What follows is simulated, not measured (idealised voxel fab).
You're looking at the process module voxel wiring stack.
The figure presents cross-section cut, which has a width of 215 nm and is divided into square cells with an edge length of 5 nm.
Bands, listed from the top down, are how a cross-section gets written in this document; the cross-section itself is a grid of square cells, and a band is one or more rows of them. Band: top height; bottom height; in nm. Then, left to right: material with width in nm, for each material. "throughout": a single material spanning edge to edge. "empty": empty space. Basically, 0 is our baseline, since under it the wafer straight out of the box is all one material. The bottom band has no lower end and keeps on going down, so it looks like "from 0 down". It should be noted that a width expressed as "30..40" varies in equal increments from row to row of cells within the band, taking the value of the first number at the top row and that of the second number at the bottom row. Key: "nothing got changed" - step with no changed cell in the cross-section. In the "Unvented voids" entry, you get each enclosed empty space of 8 cells or more, one with no open way to the top, written width x height at distance, distance from the left edge, in nm. If you see something after the settings on a step's line, that's the simulator's own remark about that step. "overlay nm" on a masked step: distance the mask lay right of its planned place, negative for left.

# This section lists the process steps that were planned
1) op RECEIVE | material Si
2) op CONFORMAL_DEP | material SiO2 | thk nm 15
3) op DIRECTIONAL_DEP | material TiN | thk nm 5
4) op DIRECTIONAL_DEP | material Ru | thk nm 20
5) op PATTERN | tone cover | mask id METAL_1 | material resist | width nm 20 | pitch nm 45 | thk nm 15 | overlay nm 0
6) op DIRECTIONAL_ETCH | etch materials Ru | depth nm 20
7) op DIRECTIONAL_ETCH | etch materials TiN | depth nm 5
8) op STRIP | etch materials resist
9) op FILL_DEP | material lowk | thk nm 5
10) op CMP | height nm 40
11) op CONFORMAL_DEP | material SiCN | thk nm 5
12) op DIRECTIONAL_DEP | material SiO2 | thk nm 35
13) op PATTERN | tone open | mask id METAL_2 | material resist | width nm 20 | pitch nm 45 | thk nm 20 | overlay nm 0
14) op DIRECTIONAL_ETCH | etch materials SiO2 | depth nm 20
15) op STRIP | etch materials resist
16) op DIRECTIONAL_DEP | material aC | thk nm 15
17) op PATTERN | tone open | mask id METAL_2_HOLES | material resist | width nm 15 | pitch nm 90 | thk nm 35 | overlay nm 0
18) op DIRECTIONAL_ETCH | etch materials aC | depth nm 15
19) op STRIP | etch materials resist
20) op DIRECTIONAL_ETCH | etch materials SiO2 | depth nm 15
21) op DIRECTIONAL_ETCH | etch materials SiCN | depth nm 5
22) op STRIP | etch materials aC
23) op CONFORMAL_DEP | material TiN | thk nm 5
24) op FILL_DEP | material Cu | thk nm 5
25) op CMP | height nm 80
26) op CONFORMAL_DEP | material SiN | thk nm 5

# Cross-sectional view of the wafer in its as-received condition, corresponding to the state after step 1
from 0 down | Si throughout
Unvented voids: none

# The cross-section shown corresponds to the wafer at the conclusion of the module. The initial structure and the process plan are those presented above; however, one mistake occurred in executing the plan
from 85 to 80 | SiN throughout
from 80 to 65 | 30 SiO2 | 5 TiN | 10 Cu | 5 TiN | 25 SiO2 | 5 TiN | 10 Cu | 5 TiN | 25 SiO2 | 5 TiN | 10 Cu | 5 TiN | 25 SiO2 | 5 TiN | 10 Cu | 5 TiN | 30 SiO2
from 65 to 60 | 30 SiO2 | 5 TiN | 5 Cu | 10 TiN | 25 SiO2 | 20 TiN | 25 SiO2 | 5 TiN | 5 Cu | 10 TiN | 25 SiO2 | 20 TiN | 30 SiO2
from 60 to 45 | 30 SiO2 | 5 TiN | 5 Cu | 5 TiN | 75 SiO2 | 5 TiN | 5 Cu | 5 TiN | 80 SiO2
from 45 to 40 | 30 SiCN | 15 TiN | 75 SiCN | 15 TiN | 80 SiCN
from 40 to 35 | lowk throughout
from 35 to 15 | 30 lowk | 20 Ru | 25 lowk | 20 Ru | 25 lowk | 20 Ru | 25 lowk | 20 Ru | 30 lowk
from 15 to 0 | SiO2 throughout
from 0 down | Si throughout
Unvented voids: none
Which mistake was made when the wafer was run? no execution of plan step 3; skipped
